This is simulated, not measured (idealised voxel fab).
Process module heading - voxel self aligned contacts
The cross-section on display is named cut; it measures 260 nm wide, and its cells are 5 nm squares.
A cross-section in this document is a grid of square cells, and it is written down as bands, the top band listed before the ones below it; a band is made up of one or more rows of cells. Top height, bottom height, nm. Materials left to right, width each, nm. Single material + "throughout" = fills band edge to edge. "air" = empty. Height reference: 0 = level under which incoming wafer is all one material. Lowest band: no bottom, runs on downward, e.g. "0 -> down". Quick explanation for "30..40": the width changes in equal steps down the rows of cells, from the first number in the band's top row to the second number in its bottom row. "nothing altered" for a step: no cell of the cross-section changed in that step. "Closed-off voids" means: voids of 8 cells or more that are shut off from the top with no open way through. Written width x height at distance, distance from the left edge, in nm. Note: text after step settings on the step line = simulator remark on that step. For masked steps, "overlay nm" on the step line gives how far right of plan the mask actually lay; a minus sign means it lay to the left.
SO HERE'S THE LINEUP OF PROCESS STEPS WE PLANNED
1,RECEIVE,material Si
2,CONFORMAL_DEP,material SiO2,thk nm 5
3,DIRECTIONAL_DEP,material polySi,thk nm 25
4,DIRECTIONAL_DEP,material SiN,thk nm 25
5,PATTERN,tone cover,mask id GATE,material resist,width nm 25,pitch nm 70,thk nm 20,overlay nm 0
6,DIRECTIONAL_ETCH,etch materials SiN,depth nm 25
7,DIRECTIONAL_ETCH,etch materials polySi,depth nm 25
8,STRIP,etch materials resist
9,CONFORMAL_DEP,material SiN,thk nm 10
10,DIRECTIONAL_ETCH,etch materials SiN,depth nm 10
11,FILL_DEP,material SiO2,thk nm 20
12,CMP,height nm 65
13,MASKED_ETCH,tone open,mask id CONTACT,width nm 55,etch materials SiO2,depth nm 65,overlay nm 0
14,CONFORMAL_DEP,material TiN,thk nm 5
15,FILL_DEP,material Ru,thk nm 5
16,CMP,height nm 65
17,CONFORMAL_DEP,material SiN,thk nm 5
RECEIVED-STATE CROSS-SECTION, REFLECTING COMPLETION OF STEP 1
	0 -> down  Si throughout
	Closed-off voids: none
CROSS-SECTION AT MODULE END, ONE RUN ERROR; START AND PLAN UNCHANGED FROM ABOVE
	70 -> 65  SiN throughout
	65 -> 55  95 of SiO2, then 5..25 of TiN, then 45..15 of Ru, then 5..15 of TiN, then 110 of SiO2
	55 -> 30  70 of SiO2, then 45 of SiN, then 5 of TiN, then 15 of Ru, then 5 of TiN, then 45 of SiN, then 75 of SiO2
	30 -> 5  70 of SiO2, then 10 of SiN, then 25 of polySi, then 10 of SiN, then 5 of TiN, then 15 of Ru, then 5 of TiN, then 10 of SiN, then 25 of polySi, then 10 of SiN, then 75 of SiO2
	5 -> 0  115 of SiO2, then 25 of TiN, then 120 of SiO2
	0 -> down  Si throughout
	Closed-off voids: none
Error vs. plan: the process deviated at step 13: the operation and settings actually run there were MASKED_ETCH,tone open,mask id CONTACT,width nm 55,etch materials SiO2,depth nm 65,overlay nm -5
